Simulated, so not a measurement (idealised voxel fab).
process module | voxel gate over fins
cross-section cut | 275 nm wide | cells 5 nm
A cross-section is a grid of square cells, given in bands from the top down. A band is one or more rows of cells.
Each band's line starts with the height of the band's top and of its bottom, in nm. Then come its materials from left to right, each with its width in nm. One material with "throughout" fills the band from edge to edge. "air" is empty space.
Height 0 is the level under which the wafer as received is all one material. The lowest band goes on downwards, as in "0 down".
A width such as "30 to 40" changes by the same amount from each row of cells to the next, from the band's top row to its bottom row.
"no change" after a step means that no cell of the cross-section changed.
closed voids: empty space of 8 cells or more with no open way to the top, each as width x height at its distance from the left edge, in nm
after a step's settings: what the simulator itself notes on the step
overlay nm, on a step with a mask: how far to the right of its planned place the mask lay; to the left if negative
plan
1 op RECEIVE | material Si
2 op CONFORMAL_DEP | material SiN | thk nm 10
3 op MASKED_ETCH | tone cover | mask id FINS | width nm 15 | pitch nm 55 | etch materials SiN | depth nm 10 | overlay nm 0
4 op MASKED_ETCH | tone cover | mask id FINS | width nm 15 | pitch nm 55 | etch materials Si | depth nm 35 | overlay nm 0
5 op FILL_DEP | material SiO2 | thk nm 10
6 op CMP | height nm 10
7 op PATTERN | tone open | mask id RAIL | material resist | width nm 15 | thk nm 15 | overlay nm 0
8 op DIRECTIONAL_ETCH | etch materials SiO2 | depth nm 40
9 op STRIP | etch materials resist
10 op CONFORMAL_DEP | material TiN | thk nm 5
11 op FILL_DEP | material W | thk nm 10
12 op CMP | height nm 10
13 op SELECTIVE_ETCH | etch materials W Ru TiN | depth nm 30
14 op FILL_DEP | material SiO2 | thk nm 5
15 op CMP | height nm 10
16 op SELECTIVE_ETCH | etch materials SiO2 | depth nm 25
17 op STRIP | etch materials SiN
18 op CONFORMAL_DEP | material HfO2 | thk nm 5
19 op CONFORMAL_DEP | material TiN | thk nm 5
20 op CONFORMAL_DEP | material TiAl | thk nm 5
21 op CONFORMAL_DEP | material TiN | thk nm 5
22 op FILL_DEP | material W | thk nm 10
23 op CMP | height nm 25
24 op CONFORMAL_DEP | material SiN | thk nm 10
as received, after step 1
  0 down: Si throughout
  closed voids: none
a wafer at the end: this start, this plan, one mistake
  35 to 25: SiN throughout
  25 to 15: W throughout
  15 to 10: W 85 | TiN 45 | W 10 | TiN 45 | W 90
  10 to 5: W 85 | TiN 5 | TiAl 35 | TiN 5 | W 10 | TiN 5 | TiAl 35 | TiN 5 | W 90
  5 to 0: W 85 | TiN 5 | TiAl 5 | HfO2 25 | TiAl 5 | TiN 5 | W 10 | TiN 5 | TiAl 5 | HfO2 25 | TiAl 5 | TiN 5 | W 90
  0 to -5: TiN 90 | TiAl 5 | HfO2 5 | Si 15 | HfO2 5 | TiAl 5 | TiN 20 | TiAl 5 | HfO2 5 | Si 15 | HfO2 5 | TiAl 5 | TiN 95
  -5 to -10: TiAl 95 | HfO2 5 | Si 15 | HfO2 5 | TiAl 30 | HfO2 5 | Si 15 | HfO2 5 | TiAl 100
  -10 to -15: HfO2 100 | Si 15 | HfO2 40 | Si 15 | HfO2 105
  -15 to -20: SiO2 100 | Si 15 | SiO2 40 | Si 15 | SiO2 105
  -20 to -25: SiO2 100 | Si 15 | SiO2 10 | TiN 5 | W 5 | TiN 5 | SiO2 15 | Si 15 | SiO2 105
  -25 to -30: SiO2 100 | Si 15 | SiO2 10 | TiN 15 | SiO2 15 | Si 15 | SiO2 105
  -30 to -35: SiO2 100 | Si 15 | SiO2 40 | Si 15 | SiO2 105
  -35 down: Si throughout
  closed voids: none
what went wrong: step 19 was left out
